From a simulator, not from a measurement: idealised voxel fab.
process module | voxel transistor to metal
cross-section cut | 195 nm wide | cells 5 nm
A cross-section is a grid of square cells, given in bands from the top down. A band is one or more rows of cells.
Each band's line starts with the height of the band's top and of its bottom, in nm. Then come its materials from left to right, each with its width in nm. One material with "throughout" fills the band from edge to edge. "air" is empty space.
Height 0 is the level under which the wafer as received is all one material. The lowest band goes on downwards, as in "0 down".
A width such as "30 to 40" changes by the same amount from each row of cells to the next, from the band's top row to its bottom row.
"no change" after a step means that no cell of the cross-section changed.
closed voids: empty space of 8 cells or more with no open way to the top, each as width x height at its distance from the left edge, in nm
after a step's settings: what the simulator itself notes on the step
overlay nm, on a step with a mask: how far to the right of its planned place the mask lay; to the left if negative
plan
1 op RECEIVE | material Si
2 op CONFORMAL_DEP | material SiO2 | thk nm 5
3 op CONFORMAL_DEP | material SiN | thk nm 15
4 op DIRECTIONAL_DEP | material aC | thk nm 15
5 op PATTERN | tone cover | mask id ACTIVE | material resist | width nm 95 | thk nm 30 | overlay nm 0
6 op DIRECTIONAL_ETCH | etch materials aC | depth nm 15
7 op STRIP | etch materials resist
8 op DIRECTIONAL_ETCH | etch materials SiN | depth nm 15
9 op DIRECTIONAL_ETCH | etch materials SiO2 | depth nm 5
10 op DIRECTIONAL_ETCH | etch materials Si | depth nm 25
11 op STRIP | etch materials aC
12 op OXIDIZE | depth nm 5
13 op FILL_DEP | material SiO2 | thk nm 10
14 op CMP | height nm 20
15 op SELECTIVE_ETCH | etch materials SiO2 | depth nm 15
16 op STRIP | etch materials SiN
17 op SELECTIVE_ETCH | etch materials SiO2 | depth nm 5
18 op OXIDIZE | depth nm 5
19 op DIRECTIONAL_DEP | material polySi | thk nm 30
20 op DIRECTIONAL_DEP | material SiCN | thk nm 10
21 op MASKED_ETCH | tone cover | mask id GATE | width nm 25 | etch materials SiCN | depth nm 20 | overlay nm 0
22 op MASKED_ETCH | tone cover | mask id GATE | width nm 25 | etch materials polySi | depth nm 40 | overlay nm 0
23 op CONFORMAL_DEP | material SiO2 | thk nm 5
24 op DIRECTIONAL_ETCH | etch materials SiO2 | depth nm 5
25 op CONFORMAL_DEP | material SiN | thk nm 10
26 op DIRECTIONAL_ETCH | etch materials SiN | depth nm 10
27 op DIRECTIONAL_ETCH | etch materials SiO2 | depth nm 5
28 op DIRECTIONAL_ETCH | etch materials Si | depth nm 10
29 op EPI | material SiGe | thk nm 10
30 op FILL_DEP | material SiO2 | thk nm 5
31 op CMP | height nm 40
32 op DIRECTIONAL_DEP | material SiO2 | thk nm 15
33 op DIRECTIONAL_DEP | material aC | thk nm 10
34 op PATTERN | tone open | mask id CONTACT | material resist | width nm 15 | pitch nm 70 | thk nm 25 | overlay nm 0
35 op DIRECTIONAL_ETCH | etch materials aC | depth nm 10
36 op STRIP | etch materials resist
37 op DIRECTIONAL_ETCH | etch materials SiO2 | depth nm 60
38 op STRIP | etch materials aC
39 op CONFORMAL_DEP | material TiN | thk nm 5
40 op FILL_DEP | material Ru | thk nm 5
41 op CMP | height nm 55
42 op CONFORMAL_DEP | material SiN | thk nm 5
43 op DIRECTIONAL_DEP | material lowk | thk nm 20
44 op PATTERN | tone open | mask id METAL_1 | material resist | width nm 15 | pitch nm 70 | thk nm 20 | overlay nm 0
45 op DIRECTIONAL_ETCH | etch materials lowk | depth nm 20
46 op DIRECTIONAL_ETCH | etch materials SiN | depth nm 5
47 op STRIP | etch materials resist
48 op CONFORMAL_DEP | material TiN | thk nm 5
49 op FILL_DEP | material W | thk nm 10
50 op CMP | height nm 80
51 op CONFORMAL_DEP | material SiCN | thk nm 5
52 op DIRECTIONAL_DEP | material lowk | thk nm 35
53 op PATTERN | tone open | mask id METAL_2 | material resist | width nm 15 | pitch nm 70 | thk nm 15 | overlay nm 0
54 op DIRECTIONAL_ETCH | etch materials lowk | depth nm 20
55 op STRIP | etch materials resist
56 op PATTERN | tone open | mask id METAL_2_HOLES | material resist | width nm 15 | pitch nm 70 | thk nm 20 | overlay nm 0
57 op DIRECTIONAL_ETCH | etch materials lowk | depth nm 15
58 op DIRECTIONAL_ETCH | etch materials SiCN | depth nm 5
59 op STRIP | etch materials resist
60 op CONFORMAL_DEP | material TiN | thk nm 5
61 op FILL_DEP | material Cu | thk nm 5
62 op CMP | height nm 120
63 op CONFORMAL_DEP | material SiCN | thk nm 5
first wafer, as planned
as received, after step 1
  0 down: Si throughout
  closed voids: none
after step 2
  5 to 0: SiO2 throughout
  below 0: unchanged
after step 3
  20 to 5: SiN throughout
  below 5: unchanged
after step 4
  35 to 20: aC throughout
  below 20: unchanged
after step 5
  65 to 35: air 50 | resist 95 | air 50
  below 35: unchanged
after step 6
  50 to 35: air 50 | resist 95 | air 50
  35 to 20: air 50 | aC 95 | air 50
  below 20: unchanged
after step 7
  35 to 20: air 50 | aC 95 | air 50
  below 20: unchanged
after step 8
  35 to 20: air 50 | aC 95 | air 50
  20 to 5: air 50 | SiN 95 | air 50
  below 5: unchanged
after step 9
  35 to 20: air 50 | aC 95 | air 50
  20 to 5: air 50 | SiN 95 | air 50
  5 to 0: air 50 | SiO2 95 | air 50
  below 0: unchanged
after step 10
  35 to 20: air 50 | aC 95 | air 50
  20 to 5: air 50 | SiN 95 | air 50
  5 to 0: air 50 | SiO2 95 | air 50
  0 to -25: air 50 | Si 95 | air 50
  below -25: unchanged
after step 11
  20 to 5: air 50 | SiN 95 | air 50
  below 5: unchanged
after step 12
  20 to 5: air 50 | SiN 95 | air 50
  5 to 0: air 50 | SiO2 95 | air 50
  0 to -25: air 50 | SiO2 5 | Si 85 | SiO2 5 | air 50
  -25 to -30: SiO2 55 | Si 85 | SiO2 55
  below -30: unchanged
after step 13
  30 to 20: SiO2 throughout
  20 to 5: SiO2 50 | SiN 95 | SiO2 50
  5 to 0: SiO2 throughout
  0 to -30: SiO2 55 | Si 85 | SiO2 55
  below -30: unchanged
after step 14
  20 to 5: SiO2 50 | SiN 95 | SiO2 50
  below 5: unchanged
after step 15
  20 to 5: air 50 | SiN 95 | air 50
  below 5: unchanged
after step 16
  5 to 0: SiO2 throughout
  below 0: unchanged
after step 17
  0 to -30: SiO2 55 | Si 85 | SiO2 55
  below -30: unchanged
after step 18
  0 to -5: SiO2 throughout
  below -5: unchanged
after step 19
  30 to 0: polySi throughout
  below 0: unchanged
after step 20
  40 to 30: SiCN throughout
  below 30: unchanged
after step 21
  40 to 30: air 85 | SiCN 25 | air 85
  below 30: unchanged
after step 22
  40 to 30: air 85 | SiCN 25 | air 85
  30 to 0: air 85 | polySi 25 | air 85
  below 0: unchanged
after step 23
  45 to 40: air 80 | SiO2 35 | air 80
  40 to 30: air 80 | SiO2 5 | SiCN 25 | SiO2 5 | air 80
  30 to 5: air 80 | SiO2 5 | polySi 25 | SiO2 5 | air 80
  5 to 0: SiO2 85 | polySi 25 | SiO2 85
  below 0: unchanged
after step 24
  40 to 30: air 80 | SiO2 5 | SiCN 25 | SiO2 5 | air 80
  30 to 0: air 80 | SiO2 5 | polySi 25 | SiO2 5 | air 80
  below 0: unchanged
after step 25
  50 to 40: air 70 | SiN 55 | air 70
  40 to 30: air 70 | SiN 10 | SiO2 5 | SiCN 25 | SiO2 5 | SiN 10 | air 70
  30 to 10: air 70 | SiN 10 | SiO2 5 | polySi 25 | SiO2 5 | SiN 10 | air 70
  10 to 0: SiN 80 | SiO2 5 | polySi 25 | SiO2 5 | SiN 80
  below 0: unchanged
after step 26
  40 to 30: air 70 | SiN 10 | SiO2 5 | SiCN 25 | SiO2 5 | SiN 10 | air 70
  30 to 0: air 70 | SiN 10 | SiO2 5 | polySi 25 | SiO2 5 | SiN 10 | air 70
  below 0: unchanged
after step 27
  40 to 35: air 70 | SiN 10 | air 5 | SiCN 25 | air 5 | SiN 10 | air 70
  35 to 30: air 70 | SiN 10 | SiO2 5 | SiCN 25 | SiO2 5 | SiN 10 | air 70
  30 to 0: air 70 | SiN 10 | SiO2 5 | polySi 25 | SiO2 5 | SiN 10 | air 70
  0 to -5: air 70 | SiO2 55 | air 70
  below -5: unchanged
after step 28
  40 to 35: air 70 | SiN 10 | air 5 | SiCN 25 | air 5 | SiN 10 | air 70
  35 to 30: air 70 | SiN 10 | SiO2 5 | SiCN 25 | SiO2 5 | SiN 10 | air 70
  30 to 0: air 70 | SiN 10 | SiO2 5 | polySi 25 | SiO2 5 | SiN 10 | air 70
  0 to -5: air 70 | SiO2 55 | air 70
  -5 to -15: SiO2 55 | air 15 | Si 55 | air 15 | SiO2 55
  below -15: unchanged
after step 29
  40 to 35: air 70 | SiN 10 | air 5 | SiCN 25 | air 5 | SiN 10 | air 70
  35 to 30: air 70 | SiN 10 | SiO2 5 | SiCN 25 | SiO2 5 | SiN 10 | air 70
  30 to 5: air 70 | SiN 10 | SiO2 5 | polySi 25 | SiO2 5 | SiN 10 | air 70
  5 to 0: air 60 | SiGe 10 | SiN 10 | SiO2 5 | polySi 25 | SiO2 5 | SiN 10 | SiGe 10 | air 60
  0 to -5: air 60 | SiGe 10 | SiO2 55 | SiGe 10 | air 60
  -5 to -15: SiO2 55 | SiGe 15 | Si 55 | SiGe 15 | SiO2 55
  below -15: unchanged
after step 30
  45 to 40: SiO2 throughout
  40 to 30: SiO2 70 | SiN 10 | SiO2 5 | SiCN 25 | SiO2 5 | SiN 10 | SiO2 70
  30 to 5: SiO2 70 | SiN 10 | SiO2 5 | polySi 25 | SiO2 5 | SiN 10 | SiO2 70
  5 to 0: SiO2 60 | SiGe 10 | SiN 10 | SiO2 5 | polySi 25 | SiO2 5 | SiN 10 | SiGe 10 | SiO2 60
  0 to -5: SiO2 60 | SiGe 10 | SiO2 55 | SiGe 10 | SiO2 60
  below -5: unchanged
after step 31
  40 to 30: SiO2 70 | SiN 10 | SiO2 5 | SiCN 25 | SiO2 5 | SiN 10 | SiO2 70
  below 30: unchanged
after step 32
  55 to 40: SiO2 throughout
  below 40: unchanged
after step 33
  65 to 55: aC throughout
  below 55: unchanged
after step 34
  90 to 65: resist 55 | air 15 | resist 55 | air 15 | resist 55
  below 65: unchanged
after step 35
  80 to 65: resist 55 | air 15 | resist 55 | air 15 | resist 55
  65 to 55: aC 55 | air 15 | aC 55 | air 15 | aC 55
  below 55: unchanged
after step 36
  65 to 55: aC 55 | air 15 | aC 55 | air 15 | aC 55
  below 55: unchanged
after step 37
  65 to 55: aC 55 | air 15 | aC 55 | air 15 | aC 55
  55 to 40: SiO2 55 | air 15 | SiO2 55 | air 15 | SiO2 55
  40 to 30: SiO2 55 | air 15 | SiN 10 | SiO2 5 | SiCN 25 | SiO2 5 | SiN 10 | air 15 | SiO2 55
  30 to 5: SiO2 55 | air 15 | SiN 10 | SiO2 5 | polySi 25 | SiO2 5 | SiN 10 | air 15 | SiO2 55
  5 to 0: SiO2 55 | air 5 | SiGe 10 | SiN 10 | SiO2 5 | polySi 25 | SiO2 5 | SiN 10 | SiGe 10 | air 5 | SiO2 55
  0 to -5: SiO2 55 | air 5 | SiGe 10 | SiO2 55 | SiGe 10 | air 5 | SiO2 55
  below -5: unchanged
after step 38
  55 to 40: SiO2 55 | air 15 | SiO2 55 | air 15 | SiO2 55
  below 40: unchanged
after step 39
  60 to 55: TiN 60 | air 5 | TiN 65 | air 5 | TiN 60
  55 to 40: SiO2 55 | TiN 5 | air 5 | TiN 5 | SiO2 55 | TiN 5 | air 5 | TiN 5 | SiO2 55
  40 to 30: SiO2 55 | TiN 5 | air 5 | TiN 5 | SiN 10 | SiO2 5 | SiCN 25 | SiO2 5 | SiN 10 | TiN 5 | air 5 | TiN 5 | SiO2 55
  30 to 10: SiO2 55 | TiN 5 | air 5 | TiN 5 | SiN 10 | SiO2 5 | polySi 25 | SiO2 5 | SiN 10 | TiN 5 | air 5 | TiN 5 | SiO2 55
  10 to 5: SiO2 55 | TiN 15 | SiN 10 | SiO2 5 | polySi 25 | SiO2 5 | SiN 10 | TiN 15 | SiO2 55
  5 to 0: SiO2 55 | TiN 5 | SiGe 10 | SiN 10 | SiO2 5 | polySi 25 | SiO2 5 | SiN 10 | SiGe 10 | TiN 5 | SiO2 55
  0 to -5: SiO2 55 | TiN 5 | SiGe 10 | SiO2 55 | SiGe 10 | TiN 5 | SiO2 55
  below -5: unchanged
after step 40
  65 to 60: Ru throughout
  60 to 55: TiN 60 | Ru 5 | TiN 65 | Ru 5 | TiN 60
  55 to 40: SiO2 55 | TiN 5 | Ru 5 | TiN 5 | SiO2 55 | TiN 5 | Ru 5 | TiN 5 | SiO2 55
  40 to 30: SiO2 55 | TiN 5 | Ru 5 | TiN 5 | SiN 10 | SiO2 5 | SiCN 25 | SiO2 5 | SiN 10 | TiN 5 | Ru 5 | TiN 5 | SiO2 55
  30 to 10: SiO2 55 | TiN 5 | Ru 5 | TiN 5 | SiN 10 | SiO2 5 | polySi 25 | SiO2 5 | SiN 10 | TiN 5 | Ru 5 | TiN 5 | SiO2 55
  below 10: unchanged
after step 41
  55 to 40: SiO2 55 | TiN 5 | Ru 5 | TiN 5 | SiO2 55 | TiN 5 | Ru 5 | TiN 5 | SiO2 55
  below 40: unchanged
after step 42
  60 to 55: SiN throughout
  below 55: unchanged
after step 43
  80 to 60: lowk throughout
  below 60: unchanged
after step 44
  100 to 80: resist 55 | air 15 | resist 55 | air 15 | resist 55
  below 80: unchanged
after step 45
  100 to 80: resist 55 | air 15 | resist 55 | air 15 | resist 55
  80 to 60: lowk 55 | air 15 | lowk 55 | air 15 | lowk 55
  below 60: unchanged
after step 46
  100 to 80: resist 55 | air 15 | resist 55 | air 15 | resist 55
  80 to 60: lowk 55 | air 15 | lowk 55 | air 15 | lowk 55
  60 to 55: SiN 55 | air 15 | SiN 55 | air 15 | SiN 55
  below 55: unchanged
after step 47
  80 to 60: lowk 55 | air 15 | lowk 55 | air 15 | lowk 55
  below 60: unchanged
after step 48
  85 to 80: TiN 60 | air 5 | TiN 65 | air 5 | TiN 60
  80 to 60: lowk 55 | TiN 5 | air 5 | TiN 5 | lowk 55 | TiN 5 | air 5 | TiN 5 | lowk 55
  60 to 55: SiN 55 | TiN 15 | SiN 55 | TiN 15 | SiN 55
  below 55: unchanged
after step 49
  95 to 85: W throughout
  85 to 80: TiN 60 | W 5 | TiN 65 | W 5 | TiN 60
  80 to 60: lowk 55 | TiN 5 | W 5 | TiN 5 | lowk 55 | TiN 5 | W 5 | TiN 5 | lowk 55
  below 60: unchanged
after step 50
  80 to 60: lowk 55 | TiN 5 | W 5 | TiN 5 | lowk 55 | TiN 5 | W 5 | TiN 5 | lowk 55
  below 60: unchanged
after step 51
  85 to 80: SiCN throughout
  below 80: unchanged
after step 52
  120 to 85: lowk throughout
  below 85: unchanged
after step 53
  135 to 120: resist 55 | air 15 | resist 55 | air 15 | resist 55
  below 120: unchanged
after step 54
  135 to 120: resist 55 | air 15 | resist 55 | air 15 | resist 55
  120 to 100: lowk 55 | air 15 | lowk 55 | air 15 | lowk 55
  below 100: unchanged
after step 55
  120 to 100: lowk 55 | air 15 | lowk 55 | air 15 | lowk 55
  below 100: unchanged
after step 56
  140 to 120: resist 55 | air 15 | resist 55 | air 15 | resist 55
  below 120: unchanged
after step 57
  140 to 120: resist 55 | air 15 | resist 55 | air 15 | resist 55
  120 to 85: lowk 55 | air 15 | lowk 55 | air 15 | lowk 55
  below 85: unchanged
after step 58
  140 to 120: resist 55 | air 15 | resist 55 | air 15 | resist 55
  120 to 85: lowk 55 | air 15 | lowk 55 | air 15 | lowk 55
  85 to 80: SiCN 55 | air 15 | SiCN 55 | air 15 | SiCN 55
  below 80: unchanged
after step 59
  120 to 85: lowk 55 | air 15 | lowk 55 | air 15 | lowk 55
  below 85: unchanged
after step 60
  125 to 120: TiN 60 | air 5 | TiN 65 | air 5 | TiN 60
  120 to 85: lowk 55 | TiN 5 | air 5 | TiN 5 | lowk 55 | TiN 5 | air 5 | TiN 5 | lowk 55
  85 to 80: SiCN 55 | TiN 15 | SiCN 55 | TiN 15 | SiCN 55
  below 80: unchanged
after step 61
  130 to 125: Cu throughout
  125 to 120: TiN 60 | Cu 5 | TiN 65 | Cu 5 | TiN 60
  120 to 85: lowk 55 | TiN 5 | Cu 5 | TiN 5 | lowk 55 | TiN 5 | Cu 5 | TiN 5 | lowk 55
  below 85: unchanged
after step 62
  120 to 85: lowk 55 | TiN 5 | Cu 5 | TiN 5 | lowk 55 | TiN 5 | Cu 5 | TiN 5 | lowk 55
  below 85: unchanged
after step 63
  125 to 120: SiCN throughout
  below 120: unchanged
second wafer: like start, like plan, one mistake. Through step 4 it matches the first wafer
when step 5 should have ended
  65 to 35: air 55 | resist 90 | air 50
  below 35: unchanged
when step 6 should have ended
  50 to 35: air 55 | resist 90 | air 50
  35 to 20: air 55 | aC 90 | air 50
  below 20: unchanged
when step 7 should have ended
  35 to 20: air 55 | aC 90 | air 50
  below 20: unchanged
when step 8 should have ended
  35 to 20: air 55 | aC 90 | air 50
  20 to 5: air 55 | SiN 90 | air 50
  below 5: unchanged
when step 9 should have ended
  35 to 20: air 55 | aC 90 | air 50
  20 to 5: air 55 | SiN 90 | air 50
  5 to 0: air 55 | SiO2 90 | air 50
  below 0: unchanged
when step 10 should have ended
  35 to 20: air 55 | aC 90 | air 50
  20 to 5: air 55 | SiN 90 | air 50
  5 to 0: air 55 | SiO2 90 | air 50
  0 to -25: air 55 | Si 90 | air 50
  below -25: unchanged
when step 11 should have ended
  20 to 5: air 55 | SiN 90 | air 50
  below 5: unchanged
when step 12 should have ended
  20 to 5: air 55 | SiN 90 | air 50
  5 to 0: air 55 | SiO2 90 | air 50
  0 to -25: air 55 | SiO2 5 | Si 80 | SiO2 5 | air 50
  -25 to -30: SiO2 60 | Si 80 | SiO2 55
  below -30: unchanged
when step 13 should have ended
  30 to 20: SiO2 throughout
  20 to 5: SiO2 55 | SiN 90 | SiO2 50
  5 to 0: SiO2 throughout
  0 to -30: SiO2 60 | Si 80 | SiO2 55
  below -30: unchanged
when step 14 should have ended
  20 to 5: SiO2 55 | SiN 90 | SiO2 50
  below 5: unchanged
when step 15 should have ended
  20 to 5: air 55 | SiN 90 | air 50
  below 5: unchanged
when step 16 should have ended
  5 to 0: SiO2 throughout
  below 0: unchanged
when step 17 should have ended
  0 to -30: SiO2 60 | Si 80 | SiO2 55
  below -30: unchanged
when step 18 should have ended
  0 to -5: SiO2 throughout
  below -5: unchanged
when step 19 should have ended
  30 to 0: polySi throughout
  below 0: unchanged
when step 20 should have ended
  40 to 30: SiCN throughout
  below 30: unchanged
when step 21 should have ended
  40 to 30: air 85 | SiCN 25 | air 85
  below 30: unchanged
when step 22 should have ended
  40 to 30: air 85 | SiCN 25 | air 85
  30 to 0: air 85 | polySi 25 | air 85
  below 0: unchanged
when step 23 should have ended
  45 to 40: air 80 | SiO2 35 | air 80
  40 to 30: air 80 | SiO2 5 | SiCN 25 | SiO2 5 | air 80
  30 to 5: air 80 | SiO2 5 | polySi 25 | SiO2 5 | air 80
  5 to 0: SiO2 85 | polySi 25 | SiO2 85
  below 0: unchanged
when step 24 should have ended
  40 to 30: air 80 | SiO2 5 | SiCN 25 | SiO2 5 | air 80
  30 to 0: air 80 | SiO2 5 | polySi 25 | SiO2 5 | air 80
  below 0: unchanged
when step 25 should have ended
  50 to 40: air 70 | SiN 55 | air 70
  40 to 30: air 70 | SiN 10 | SiO2 5 | SiCN 25 | SiO2 5 | SiN 10 | air 70
  30 to 10: air 70 | SiN 10 | SiO2 5 | polySi 25 | SiO2 5 | SiN 10 | air 70
  10 to 0: SiN 80 | SiO2 5 | polySi 25 | SiO2 5 | SiN 80
  below 0: unchanged
when step 26 should have ended
  40 to 30: air 70 | SiN 10 | SiO2 5 | SiCN 25 | SiO2 5 | SiN 10 | air 70
  30 to 0: air 70 | SiN 10 | SiO2 5 | polySi 25 | SiO2 5 | SiN 10 | air 70
  below 0: unchanged
when step 27 should have ended
  40 to 35: air 70 | SiN 10 | air 5 | SiCN 25 | air 5 | SiN 10 | air 70
  35 to 30: air 70 | SiN 10 | SiO2 5 | SiCN 25 | SiO2 5 | SiN 10 | air 70
  30 to 0: air 70 | SiN 10 | SiO2 5 | polySi 25 | SiO2 5 | SiN 10 | air 70
  0 to -5: air 70 | SiO2 55 | air 70
  below -5: unchanged
when step 28 should have ended
  40 to 35: air 70 | SiN 10 | air 5 | SiCN 25 | air 5 | SiN 10 | air 70
  35 to 30: air 70 | SiN 10 | SiO2 5 | SiCN 25 | SiO2 5 | SiN 10 | air 70
  30 to 0: air 70 | SiN 10 | SiO2 5 | polySi 25 | SiO2 5 | SiN 10 | air 70
  0 to -5: air 70 | SiO2 55 | air 70
  -5 to -15: SiO2 60 | air 10 | Si 55 | air 15 | SiO2 55
  below -15: unchanged
when step 29 should have ended
  40 to 35: air 70 | SiN 10 | air 5 | SiCN 25 | air 5 | SiN 10 | air 70
  35 to 30: air 70 | SiN 10 | SiO2 5 | SiCN 25 | SiO2 5 | SiN 10 | air 70
  30 to 5: air 70 | SiN 10 | SiO2 5 | polySi 25 | SiO2 5 | SiN 10 | air 70
  5 to 0: air 60 | SiGe 10 | SiN 10 | SiO2 5 | polySi 25 | SiO2 5 | SiN 10 | SiGe 10 | air 60
  0 to -5: air 60 | SiGe 10 | SiO2 55 | SiGe 10 | air 60
  -5 to -15: SiO2 60 | SiGe 10 | Si 55 | SiGe 15 | SiO2 55
  below -15: unchanged
when step 30 should have ended
  45 to 40: SiO2 throughout
  40 to 30: SiO2 70 | SiN 10 | SiO2 5 | SiCN 25 | SiO2 5 | SiN 10 | SiO2 70
  30 to 5: SiO2 70 | SiN 10 | SiO2 5 | polySi 25 | SiO2 5 | SiN 10 | SiO2 70
  5 to 0: SiO2 60 | SiGe 10 | SiN 10 | SiO2 5 | polySi 25 | SiO2 5 | SiN 10 | SiGe 10 | SiO2 60
  0 to -5: SiO2 60 | SiGe 10 | SiO2 55 | SiGe 10 | SiO2 60
  below -5: unchanged
when step 31 should have ended
  40 to 30: SiO2 70 | SiN 10 | SiO2 5 | SiCN 25 | SiO2 5 | SiN 10 | SiO2 70
  below 30: unchanged
when step 32 should have ended
  55 to 40: SiO2 throughout
  below 40: unchanged
when step 33 should have ended
  65 to 55: aC throughout
  below 55: unchanged
when step 34 should have ended
  90 to 65: resist 55 | air 15 | resist 55 | air 15 | resist 55
  below 65: unchanged
when step 35 should have ended
  80 to 65: resist 55 | air 15 | resist 55 | air 15 | resist 55
  65 to 55: aC 55 | air 15 | aC 55 | air 15 | aC 55
  below 55: unchanged
when step 36 should have ended
  65 to 55: aC 55 | air 15 | aC 55 | air 15 | aC 55
  below 55: unchanged
when step 37 should have ended
  65 to 55: aC 55 | air 15 | aC 55 | air 15 | aC 55
  55 to 40: SiO2 55 | air 15 | SiO2 55 | air 15 | SiO2 55
  40 to 30: SiO2 55 | air 15 | SiN 10 | SiO2 5 | SiCN 25 | SiO2 5 | SiN 10 | air 15 | SiO2 55
  30 to 5: SiO2 55 | air 15 | SiN 10 | SiO2 5 | polySi 25 | SiO2 5 | SiN 10 | air 15 | SiO2 55
  5 to 0: SiO2 55 | air 5 | SiGe 10 | SiN 10 | SiO2 5 | polySi 25 | SiO2 5 | SiN 10 | SiGe 10 | air 5 | SiO2 55
  0 to -5: SiO2 55 | air 5 | SiGe 10 | SiO2 55 | SiGe 10 | air 5 | SiO2 55
  below -5: unchanged
when step 38 should have ended
  55 to 40: SiO2 55 | air 15 | SiO2 55 | air 15 | SiO2 55
  below 40: unchanged
when step 39 should have ended
  60 to 55: TiN 60 | air 5 | TiN 65 | air 5 | TiN 60
  55 to 40: SiO2 55 | TiN 5 | air 5 | TiN 5 | SiO2 55 | TiN 5 | air 5 | TiN 5 | SiO2 55
  40 to 30: SiO2 55 | TiN 5 | air 5 | TiN 5 | SiN 10 | SiO2 5 | SiCN 25 | SiO2 5 | SiN 10 | TiN 5 | air 5 | TiN 5 | SiO2 55
  30 to 10: SiO2 55 | TiN 5 | air 5 | TiN 5 | SiN 10 | SiO2 5 | polySi 25 | SiO2 5 | SiN 10 | TiN 5 | air 5 | TiN 5 | SiO2 55
  10 to 5: SiO2 55 | TiN 15 | SiN 10 | SiO2 5 | polySi 25 | SiO2 5 | SiN 10 | TiN 15 | SiO2 55
  5 to 0: SiO2 55 | TiN 5 | SiGe 10 | SiN 10 | SiO2 5 | polySi 25 | SiO2 5 | SiN 10 | SiGe 10 | TiN 5 | SiO2 55
  0 to -5: SiO2 55 | TiN 5 | SiGe 10 | SiO2 55 | SiGe 10 | TiN 5 | SiO2 55
  below -5: unchanged
when step 40 should have ended
  65 to 60: Ru throughout
  60 to 55: TiN 60 | Ru 5 | TiN 65 | Ru 5 | TiN 60
  55 to 40: SiO2 55 | TiN 5 | Ru 5 | TiN 5 | SiO2 55 | TiN 5 | Ru 5 | TiN 5 | SiO2 55
  40 to 30: SiO2 55 | TiN 5 | Ru 5 | TiN 5 | SiN 10 | SiO2 5 | SiCN 25 | SiO2 5 | SiN 10 | TiN 5 | Ru 5 | TiN 5 | SiO2 55
  30 to 10: SiO2 55 | TiN 5 | Ru 5 | TiN 5 | SiN 10 | SiO2 5 | polySi 25 | SiO2 5 | SiN 10 | TiN 5 | Ru 5 | TiN 5 | SiO2 55
  below 10: unchanged
when step 41 should have ended
  55 to 40: SiO2 55 | TiN 5 | Ru 5 | TiN 5 | SiO2 55 | TiN 5 | Ru 5 | TiN 5 | SiO2 55
  below 40: unchanged
when step 42 should have ended
  60 to 55: SiN throughout
  below 55: unchanged
when step 43 should have ended
  80 to 60: lowk throughout
  below 60: unchanged
when step 44 should have ended
  100 to 80: resist 55 | air 15 | resist 55 | air 15 | resist 55
  below 80: unchanged
when step 45 should have ended
  100 to 80: resist 55 | air 15 | resist 55 | air 15 | resist 55
  80 to 60: lowk 55 | air 15 | lowk 55 | air 15 | lowk 55
  below 60: unchanged
when step 46 should have ended
  100 to 80: resist 55 | air 15 | resist 55 | air 15 | resist 55
  80 to 60: lowk 55 | air 15 | lowk 55 | air 15 | lowk 55
  60 to 55: SiN 55 | air 15 | SiN 55 | air 15 | SiN 55
  below 55: unchanged
when step 47 should have ended
  80 to 60: lowk 55 | air 15 | lowk 55 | air 15 | lowk 55
  below 60: unchanged
when step 48 should have ended
  85 to 80: TiN 60 | air 5 | TiN 65 | air 5 | TiN 60
  80 to 60: lowk 55 | TiN 5 | air 5 | TiN 5 | lowk 55 | TiN 5 | air 5 | TiN 5 | lowk 55
  60 to 55: SiN 55 | TiN 15 | SiN 55 | TiN 15 | SiN 55
  below 55: unchanged
when step 49 should have ended
  95 to 85: W throughout
  85 to 80: TiN 60 | W 5 | TiN 65 | W 5 | TiN 60
  80 to 60: lowk 55 | TiN 5 | W 5 | TiN 5 | lowk 55 | TiN 5 | W 5 | TiN 5 | lowk 55
  below 60: unchanged
when step 50 should have ended
  80 to 60: lowk 55 | TiN 5 | W 5 | TiN 5 | lowk 55 | TiN 5 | W 5 | TiN 5 | lowk 55
  below 60: unchanged
when step 51 should have ended
  85 to 80: SiCN throughout
  below 80: unchanged
when step 52 should have ended
  120 to 85: lowk throughout
  below 85: unchanged
when step 53 should have ended
  135 to 120: resist 55 | air 15 | resist 55 | air 15 | resist 55
  below 120: unchanged
when step 54 should have ended
  135 to 120: resist 55 | air 15 | resist 55 | air 15 | resist 55
  120 to 100: lowk 55 | air 15 | lowk 55 | air 15 | lowk 55
  below 100: unchanged
when step 55 should have ended
  120 to 100: lowk 55 | air 15 | lowk 55 | air 15 | lowk 55
  below 100: unchanged
when step 56 should have ended
  140 to 120: resist 55 | air 15 | resist 55 | air 15 | resist 55
  below 120: unchanged
when step 57 should have ended
  140 to 120: resist 55 | air 15 | resist 55 | air 15 | resist 55
  120 to 85: lowk 55 | air 15 | lowk 55 | air 15 | lowk 55
  below 85: unchanged
when step 58 should have ended
  140 to 120: resist 55 | air 15 | resist 55 | air 15 | resist 55
  120 to 85: lowk 55 | air 15 | lowk 55 | air 15 | lowk 55
  85 to 80: SiCN 55 | air 15 | SiCN 55 | air 15 | SiCN 55
  below 80: unchanged
when step 59 should have ended
  120 to 85: lowk 55 | air 15 | lowk 55 | air 15 | lowk 55
  below 85: unchanged
when step 60 should have ended
  125 to 120: TiN 60 | air 5 | TiN 65 | air 5 | TiN 60
  120 to 85: lowk 55 | TiN 5 | air 5 | TiN 5 | lowk 55 | TiN 5 | air 5 | TiN 5 | lowk 55
  85 to 80: SiCN 55 | TiN 15 | SiCN 55 | TiN 15 | SiCN 55
  below 80: unchanged
when step 61 should have ended
  130 to 125: Cu throughout
  125 to 120: TiN 60 | Cu 5 | TiN 65 | Cu 5 | TiN 60
  120 to 85: lowk 55 | TiN 5 | Cu 5 | TiN 5 | lowk 55 | TiN 5 | Cu 5 | TiN 5 | lowk 55
  below 85: unchanged
when step 62 should have ended
  120 to 85: lowk 55 | TiN 5 | Cu 5 | TiN 5 | lowk 55 | TiN 5 | Cu 5 | TiN 5 | lowk 55
  below 85: unchanged
when step 63 should have ended
  125 to 120: SiCN throughout
  below 120: unchanged
what went wrong: step 5 ran as: op PATTERN | tone cover | mask id ACTIVE | material resist | width nm 90 | thk nm 30 | overlay nm 0
at the end the second wafer has, in cells: 3 fewer of Si | 2 fewer of SiGe | 5 more of SiO2
